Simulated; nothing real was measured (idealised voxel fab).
process module | voxel released beams
cross-section cut | 155 nm wide | cells 5 nm
A cross-section is a grid of square cells, given in bands from the top down. A band is one or more rows of cells.
Each band's line starts with the height of the band's top and of its bottom, in nm. Then come its materials from left to right, each with its width in nm. One material with "throughout" fills the band from edge to edge. "air" is empty space.
Height 0 is the level under which the wafer as received is all one material. The lowest band goes on downwards, as in "0 down".
A width such as "30 to 40" changes by the same amount from each row of cells to the next, from the band's top row to its bottom row.
"no change" after a step means that no cell of the cross-section changed.
closed voids: empty space of 8 cells or more with no open way to the top, each as width x height at its distance from the left edge, in nm
after a step's settings: what the simulator itself notes on the step
overlay nm, on a step with a mask: how far to the right of its planned place the mask lay; to the left if negative
plan
1 op RECEIVE | material Si
2 op CONFORMAL_DEP | material Al2O3 | thk nm 5
3 op DIRECTIONAL_DEP | material SiO2 | thk nm 15
4 op DIRECTIONAL_DEP | material aC | thk nm 10
5 op PATTERN | tone open | mask id ANCHOR | material resist | width nm 35 | thk nm 25 | overlay nm 0
6 op DIRECTIONAL_ETCH | etch materials aC | depth nm 10
7 op STRIP | etch materials resist
8 op DIRECTIONAL_ETCH | etch materials SiO2 | depth nm 15
9 op STRIP | etch materials aC
10 op CONFORMAL_DEP | material W | thk nm 10
11 op DIRECTIONAL_DEP | material aC | thk nm 15
12 op PATTERN | tone cover | mask id BEAM | material resist | width nm 100 | thk nm 35 | overlay nm 0
13 op DIRECTIONAL_ETCH | etch materials aC | depth nm 15
14 op STRIP | etch materials resist
15 op DIRECTIONAL_ETCH | etch materials W | depth nm 10
16 op STRIP | etch materials aC
17 op STRIP | etch materials SiO2
as received, after step 1
  0 down: Si throughout
  closed voids: none
a wafer at the end: this start, this plan, one mistake
  30 to 25: air 25 | W 15 | air 15 | W 70 | air 30
  25 to 20: W 40 | air 15 | W 100
  20 to 15: SiO2 30 | W 10 | air 15 | W 10 | SiO2 90
  15 to 5: SiO2 30 | W 35 | SiO2 90
  5 to 0: Al2O3 throughout
  0 down: Si throughout
  closed voids: none
what went wrong: step 15 ran as: op DIRECTIONAL_ETCH | etch materials W | depth nm 5
